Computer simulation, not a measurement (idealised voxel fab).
process module | voxel double patterning
The width of the displayed cross-section, cut, is 255 nm; its cells are square, with a size of 5 nm.
For the purposes of this document, a cross-section shall be understood as a grid of square cells, specified as bands listed in top-to-bottom order, each band consisting of one or more rows of cells. Look at the band entry: it leads with the top's height and the bottom's height in nm. Then it lists the materials left to right, with a width in nm for each. The word "all across" on a single material says that material fills the band edge to edge. The word "empty" is empty space. Where do heights start? At 0: under that level the wafer as delivered is made of one material only. And the lowest band has no floor; it just carries on downward, as in "0 down". Width spec "30->40" -> top row of cells at first value, bottom row at second value, equal per-row change in between. What does "no modification" mean for a step? It means no cell of the cross-section changed in that step. You'll see "Cavities, sealed" listing empty spaces that have no way open to the top, as long as they're 8 cells or more; the notation is width x height at distance, where the distance is from the left edge, and all of it is in nm. Read whatever lies past the settings on a step's line as the simulator's own remark about the step. Among the settings permitted on a step's line is "overlay nm"; applied to a step with a mask, it specifies the extent to which the mask lay to the right of its planned position, whereas a negative figure signifies a position to the left.
Listed below are the process steps as planned
1 op RECEIVE | material Si
2 op CONFORMAL_DEP | material SiO2 | thk nm 5
3 op DIRECTIONAL_DEP | material TiN | thk nm 10
4 op DIRECTIONAL_DEP | material SiCN | thk nm 5
5 op PATTERN | tone open | mask id FIRST | material resist | width nm 15 | pitch nm 50 | thk nm 15 | overlay nm 0
6 op DIRECTIONAL_ETCH | etch materials SiCN | depth nm 5
7 op STRIP | etch materials resist
8 op MASKED_ETCH | tone open | mask id SECOND | width nm 15 | etch materials SiCN | depth nm 5 | overlay nm 0
9 op DIRECTIONAL_ETCH | etch materials TiN | depth nm 10
10 op STRIP | etch materials SiCN
So this is the incoming wafer in cross-section - it's already been through step 1
    0 down: Si all across
    Cavities, sealed: none
As-planned run: cross-section of the first of two wafers at end of module
    15 to 5: TiN=95  empty=15  TiN=10  empty=15  TiN=10  empty=15  TiN=95
    5 to 0: SiO2 all across
    0 down: Si all across
    Cavities, sealed: none
The second wafer, shown in cross-section after the module: started the same way as the first and given the same plan, yet one mistake crept into how it was run
    15 to 5: TiN=85  empty=15  TiN=20  empty=30  TiN=105
    5 to 0: SiO2 all across
    0 down: Si all across
    Cavities, sealed: none
In executing the process, a mistake was made relative to the plan: heads up, step 5 didn't go per plan, it actually ran as op PATTERN | tone open | mask id FIRST | material resist | width nm 15 | pitch nm 50 | thk nm 15 | overlay nm -10
The two final wafers agree on how many cells each material fills and disagree on which cells those are.
